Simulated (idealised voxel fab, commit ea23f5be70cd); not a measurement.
Documented hereafter: the process module known as voxel wiring stack.
In the cross-section labelled cut, the width is 205 nm and each square cell is 5 nm.
Cross-section layout: square cells on a grid; listed as bands, top to bottom; a band spans one or more cell rows.
This entry defines a band. It first specifies the height of the band's top and the height of its bottom in nm, and then specifies the band's materials from left to right, stating each material with its width in nm. The word "edge to edge" identifies a single material that fills the band from edge to edge, while the word "air" identifies empty space.
Height is counted from the level 0, under which the received wafer is composed throughout of one material. The lowest of the bands is not closed at the bottom but continues downward, in the notation "from 0 down".
Width: "30->40" (first number = top row, second number = bottom row, same change from row to row of cells).
"remained unchanged" -> step changed no cross-section cell.
Entry "Trapped voids". Content: empty spaces with no open connection to the top, size 8 cells or greater. Each: width x height at distance. Distance: from left edge. Unit: nm.
On a step's line, text after the settings is the simulator commenting on that step.
"overlay nm" on a masked step: distance the mask lay right of its planned place, negative for left.

STEPS IN THE PROCESS PLAN
| 1 | RECEIVE with material Si |
| 2 | CONFORMAL_DEP with material SiO2, thk nm 10 |
| 3 | DIRECTIONAL_DEP with material TiN, thk nm 5 |
| 4 | DIRECTIONAL_DEP with material W, thk nm 25 |
| 5 | DIRECTIONAL_DEP with material aC, thk nm 15 |
| 6 | PATTERN with tone cover, mask id METAL_1, material resist, width nm 20, pitch nm 40, thk nm 35, overlay nm 0 |
| 7 | DIRECTIONAL_ETCH with etch materials aC, depth nm 15 |
| 8 | STRIP with etch materials resist |
| 9 | DIRECTIONAL_ETCH with etch materials W, depth nm 25 |
| 10 | DIRECTIONAL_ETCH with etch materials TiN, depth nm 5 |
| 11 | STRIP with etch materials aC |
| 12 | FILL_DEP with material SiO2, thk nm 5 |
| 13 | CMP with height nm 40 |
| 14 | CONFORMAL_DEP with material SiCN, thk nm 5 |
| 15 | DIRECTIONAL_DEP with material SiO2, thk nm 30 |
| 16 | MASKED_ETCH with tone open, mask id METAL_2_HOLES, width nm 15, pitch nm 40, etch materials SiO2, depth nm 30, overlay nm 0 |
| 17 | MASKED_ETCH with tone open, mask id METAL_2, width nm 20, pitch nm 40, etch materials SiO2, depth nm 20, overlay nm 0 |
| 18 | MASKED_ETCH with tone open, mask id METAL_2, width nm 20, pitch nm 40, etch materials SiCN, depth nm 5, overlay nm 0 |
| 19 | CONFORMAL_DEP with material TiN, thk nm 5 |
| 20 | FILL_DEP with material Ru, thk nm 5 |
| 21 | CMP with height nm 75 |
| 22 | CONFORMAL_DEP with material SiCN, thk nm 5 |
| 23 | DIRECTIONAL_DEP with material SiO2, thk nm 20 |
| 24 | MASKED_ETCH with tone open, mask id PLUG_2, width nm 15, pitch nm 80, etch materials SiO2, depth nm 20, overlay nm 0 |
| 25 | MASKED_ETCH with tone open, mask id PLUG_2, width nm 15, pitch nm 80, etch materials SiCN, depth nm 5, overlay nm 0 |
| 26 | CONFORMAL_DEP with material TiN, thk nm 5 |
| 27 | FILL_DEP with material W, thk nm 10 |
| 28 | CMP with height nm 100 |
| 29 | CONFORMAL_DEP with material SiN, thk nm 5 |
| 30 | DIRECTIONAL_DEP with material lowk, thk nm 20 |
| 31 | MASKED_ETCH with tone open, mask id METAL_3, width nm 20, pitch nm 40, etch materials lowk, depth nm 20, overlay nm 0 |
| 32 | MASKED_ETCH with tone open, mask id METAL_3, width nm 20, pitch nm 40, etch materials SiN, depth nm 5, overlay nm 0 |
| 33 | CONFORMAL_DEP with material TiN, thk nm 5 |
| 34 | FILL_DEP with material Cu, thk nm 5 |
| 35 | CMP with height nm 125 |
| 36 | CONFORMAL_DEP with material SiCN, thk nm 5 |

AS RECEIVED (POST STEP 1): CROSS-SECTION
from 0 down  Si edge to edge
Trapped voids: none

RESULT OF THE MODULE, CROSS-SECTIONED: START PER ABOVE, PLAN PER ABOVE, ONE ERROR IN HOW IT WAS RUN
from 130 to 125  SiCN edge to edge
from 125 to 105  lowk (30) | TiN (5) | Cu (10) | TiN (5) | lowk (20) | TiN (5) | Cu (10) | TiN (5) | lowk (20) | TiN (5) | Cu (10) | TiN (5) | lowk (20) | TiN (5) | Cu (10) | TiN (5) | lowk (35)
from 105 to 100  SiN (30) | TiN (20) | SiN (20) | TiN (20) | SiN (20) | TiN (20) | SiN (20) | TiN (20) | SiN (35)
from 100 to 80  SiO2 (30) | TiN (5) | W (5) | TiN (5) | SiO2 (65) | TiN (5) | W (5) | TiN (5) | SiO2 (80)
from 80 to 75  SiCN (30) | TiN (15) | SiCN (65) | TiN (15) | SiCN (80)
from 75 to 60  SiO2 (30) | TiN (5) | Ru (15) | TiN (5) | SiO2 (15) | TiN (5) | Ru (15) | TiN (5) | SiO2 (15) | TiN (5) | Ru (15) | TiN (5) | SiO2 (15) | TiN (5) | Ru (15) | TiN (5) | SiO2 (30)
from 60 to 50  SiO2 (30->40) | TiN (15->5) | Ru (5) | TiN (5) | SiO2 (15->25) | TiN (15->5) | Ru (5) | TiN (5) | SiO2 (15->25) | TiN (15->5) | Ru (5) | TiN (5) | SiO2 (15->25) | TiN (15->5) | Ru (5) | TiN (5) | SiO2 (30)
from 50 to 45  SiO2 (40) | TiN (15) | SiO2 (25) | TiN (15) | SiO2 (25) | TiN (15) | SiO2 (25) | TiN (15) | SiO2 (30)
from 45 to 40  SiCN (40) | TiN (10) | SiCN (30) | TiN (10) | SiCN (30) | TiN (10) | SiCN (30) | TiN (10) | SiCN (35)
from 40 to 15  SiO2 (30) | W (20) | SiO2 (20) | W (20) | SiO2 (20) | W (20) | SiO2 (20) | W (20) | SiO2 (35)
from 15 to 10  SiO2 (30) | TiN (20) | SiO2 (20) | TiN (20) | SiO2 (20) | TiN (20) | SiO2 (20) | TiN (20) | SiO2 (35)
from 10 to 0  SiO2 edge to edge
from 0 down  Si edge to edge
Trapped voids: none
Here's what went sideways: step 16 was run on a setting that differed from the plan, and what really ran there is MASKED_ETCH with tone open, mask id METAL_2_HOLES, width nm 15, pitch nm 40, etch materials SiO2, depth nm 30, overlay nm 10
